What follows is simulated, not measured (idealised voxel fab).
Process module under the name voxel transistor to metal
The cross-section shown here is cut; it is 165 nm wide and divided into square cells measuring 5 nm on a side.
If you're reading a cross-section in this doc, picture square cells in a grid; it comes to you as bands, top ones listed first down to the bottom, and a band can be one or more rows of cells. Band: top height; bottom height; in nm. Then, left to right: material with width in nm, for each material. "full width": a single material spanning edge to edge. "empty": empty space. Heights are measured from 0, the level below which the as-received wafer is all one material; the lowest band has no bottom and continues downward, written as in "top 0, no bottom". Think of "30 to 40" as a width that walks from the first number to the second as you go down the band, top row to bottom row, taking equal-sized steps from row to row. The designation "nothing was modified", where it is given for a processing step, indicates that no cell of the cross-section was altered in the course of that step. The entry titled "Enclosed internal voids" provides the empty spaces that have no open way to the top, restricted to those of 8 cells or more. Each is presented as width x height at distance, the distance being measured from the left edge, with all three in nm. Step line, after settings: the simulator's comment on this step. The setting "overlay nm" may be written on the line of a step. When the step uses a mask, the value reports how far to the right of the planned place the mask lay, and a negative value reports that it lay to the left.

### These are the steps we planned for the process
1. RECEIVE (material Si)
2. OXIDIZE (depth nm 5)
3. CONFORMAL_DEP (material SiN; thk nm 10)
4. MASKED_ETCH (tone cover; mask id ACTIVE; width nm 115; etch materials SiN; depth nm 10; overlay nm 0)
5. MASKED_ETCH (tone cover; mask id ACTIVE; width nm 115; etch materials SiO2; depth nm 5; overlay nm 0)
6. MASKED_ETCH (tone cover; mask id ACTIVE; width nm 115; etch materials Si; depth nm 35; overlay nm 0)
7. OXIDIZE (depth nm 5)
8. FILL_DEP (material SiO2; thk nm 15)
9. CMP (height nm 10)
10. SELECTIVE_ETCH (etch materials SiO2; depth nm 10)
11. STRIP (etch materials SiN)
12. SELECTIVE_ETCH (etch materials SiO2; depth nm 5)
13. OXIDIZE (depth nm 5)
14. DIRECTIONAL_DEP (material polySi; thk nm 25)
15. DIRECTIONAL_DEP (material SiCN; thk nm 10)
16. MASKED_ETCH (tone cover; mask id GATE; width nm 35; etch materials SiCN; depth nm 20; overlay nm 0)
17. MASKED_ETCH (tone cover; mask id GATE; width nm 35; etch materials polySi; depth nm 35; overlay nm 0)
18. CONFORMAL_DEP (material SiN; thk nm 10)
19. DIRECTIONAL_ETCH (etch materials SiN; depth nm 10)
20. DIRECTIONAL_ETCH (etch materials SiO2; depth nm 5)
21. DIRECTIONAL_ETCH (etch materials Si; depth nm 5)
22. EPI (material SiGe; thk nm 5)
23. FILL_DEP (material SiO2; thk nm 10)
24. CMP (height nm 20)
25. STRIP (etch materials polySi)
26. SELECTIVE_ETCH (etch materials SiO2; depth nm 5)
27. CONFORMAL_DEP (material HfO2; thk nm 5)
28. CONFORMAL_DEP (material TiN; thk nm 5)
29. FILL_DEP (material W; thk nm 5)
30. CMP (height nm 15)
31. DIRECTIONAL_DEP (material SiO2; thk nm 10)
32. DIRECTIONAL_DEP (material aC; thk nm 10)
33. PATTERN (tone open; mask id CONTACT; material resist; width nm 20; pitch nm 85; thk nm 30; overlay nm 0)
34. DIRECTIONAL_ETCH (etch materials aC; depth nm 10)
35. STRIP (etch materials resist)
36. DIRECTIONAL_ETCH (etch materials SiO2; depth nm 35)
37. STRIP (etch materials aC)
38. CONFORMAL_DEP (material TiN; thk nm 5)
39. FILL_DEP (material W; thk nm 5)
40. CMP (height nm 25)
41. DIRECTIONAL_DEP (material TiN; thk nm 5)
42. DIRECTIONAL_DEP (material W; thk nm 25)
43. MASKED_ETCH (tone cover; mask id METAL_1; width nm 20; pitch nm 85; etch materials W; depth nm 25; overlay nm 0)
44. MASKED_ETCH (tone cover; mask id METAL_1; width nm 20; pitch nm 85; etch materials TiN; depth nm 5; overlay nm 0)
45. CONFORMAL_DEP (material SiN; thk nm 5)
46. FILL_DEP (material lowk; thk nm 5)
47. CMP (height nm 55)
48. CONFORMAL_DEP (material SiCN; thk nm 5)

### Cross-section of the wafer as it came to us, i.e., already through step 1
    top 0, no bottom  Si full width
    Enclosed internal voids: none

### The plan above was carried out on the starting structure above with one mistake, and this cross-section shows the wafer at the end of the module
    top 60, bottom 55  SiCN full width
    top 55, bottom 35  lowk=25; SiN=5; W=20; SiN=5; lowk=55; SiN=5; W=20; SiN=5; lowk=25
    top 35, bottom 30  lowk=20; SiN=10; W=20; SiN=10; lowk=45; SiN=10; W=20; SiN=10; lowk=20
    top 30, bottom 25  SiN=25; TiN=30; SiN=55; TiN=30; SiN=25
    top 25, bottom 15  SiO2=30; TiN=5; W=10; TiN=5; SiO2=65; TiN=5; W=10; TiN=5; SiO2=30
    top 15, bottom 0  SiO2=30; TiN=5; W=10; TiN=5; SiO2=5; SiN=10; HfO2=5; TiN=5; W=15; TiN=5; HfO2=5; SiN=10; SiO2=5; TiN=5; W=10; TiN=5; SiO2=30
    top 0, bottom -5  SiO2=30; TiN=5; W=10; TiN=5; SiO2=5; SiN=10; HfO2=5; TiN=25; HfO2=5; SiN=10; SiO2=5; TiN=5; W=10; TiN=5; SiO2=30
    top -5, bottom -10  SiO2=30; TiN=20; SiGe=5; SiO2=5; HfO2=45; SiO2=5; SiGe=5; TiN=20; SiO2=30
    top -10, bottom -15  SiO2=30; SiGe=25; Si=55; SiGe=25; SiO2=30
    top -15, bottom -45  SiO2=30; Si=105; SiO2=30
    top -45, no bottom  Si full width
    Enclosed internal voids: none
Deviation from plan: step 44 ran differently from the plan; actual operation with settings: MASKED_ETCH (tone cover; mask id METAL_1; width nm 30; pitch nm 85; etch materials TiN; depth nm 5; overlay nm 0)
